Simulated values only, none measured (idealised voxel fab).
Herein follows the process module entitled voxel ribs on slabs.
Displayed cross-section: cut, width of 285 nm, square cells sized 5 nm.
Cross-section layout: square cells on a grid; listed as bands, top to bottom; a band spans one or more cell rows.
Each band's line starts with the height of the band's top and of its bottom, in nm. Then come its materials from left to right, each with its width in nm. One material with "edge to edge" fills the band from edge to edge. "air" is empty space.
Beneath 0, the wafer as received is one material, and that level is where height counting begins. The lowest band goes on downward without a bottom; it is written like "top 0, no bottom".
So if you see something like "30->40" for the width, read it as the top row of the band sitting at the first number and the bottom row at the second, with every row in between moving by the same amount as the last.
When a step is marked "stayed the same", none of the cells in the cross-section changed during that step.
For the entry "Enclosed internal voids", the listed items are empty spaces with no open way to the top whose size is 8 cells or more; each item follows the pattern width x height at distance, where distance is from the left edge and all three are in nm.
Read whatever lies past the settings on a step's line as the simulator's own remark about the step.
overlay nm: where the mask lay relative to plan, measured to the right, on steps with a mask; negatives go left.

### So here's the lineup of process steps we planned
step 1: RECEIVE with material Si
step 2: DIRECTIONAL_DEP with material SiO2, thk nm 30
step 3: DIRECTIONAL_DEP with material SiN, thk nm 20
step 4: DIRECTIONAL_DEP with material aC, thk nm 15
step 5: PATTERN with tone cover, mask id RIB, material resist, width nm 30, thk nm 30, overlay nm 0
step 6: DIRECTIONAL_ETCH with etch materials aC, depth nm 15
step 7: STRIP with etch materials resist
step 8: DIRECTIONAL_ETCH with etch materials SiN, depth nm 5
step 9: STRIP with etch materials aC
step 10: DIRECTIONAL_DEP with material aC, thk nm 15
step 11: PATTERN with tone cover, mask id SLAB, material resist, width nm 60, thk nm 35, overlay nm 0
step 12: DIRECTIONAL_ETCH with etch materials aC, depth nm 15
step 13: STRIP with etch materials resist
step 14: DIRECTIONAL_ETCH with etch materials SiN, depth nm 15
step 15: STRIP with etch materials aC
step 16: FILL_DEP with material SiO2, thk nm 25
step 17: CMP with height nm 65
step 18: DIRECTIONAL_DEP with material W, thk nm 10
step 19: PATTERN with tone cover, mask id HEATER, material resist, width nm 40, thk nm 20, overlay nm 0
step 20: DIRECTIONAL_ETCH with etch materials W, depth nm 10
step 21: STRIP with etch materials resist
step 22: CONFORMAL_DEP with material SiN, thk nm 10

### Delivered wafer in cross-section: state after step 1
top 0, no bottom | Si edge to edge
Enclosed internal voids: none

### Module complete, cross-section. Starting point and plan per above. One mistake made in running the module
top 75, bottom 65 | air (120), W (40), air (125)
top 65, bottom 50 | SiO2 edge to edge
top 50, bottom 45 | SiO2 (125), SiN (30), SiO2 (130)
top 45, bottom 30 | SiO2 (110), SiN (60), SiO2 (115)
top 30, bottom 0 | SiO2 edge to edge
top 0, no bottom | Si edge to edge
Enclosed internal voids: none
Processing error: the run left out plan step 22 entirely, so it was never executed
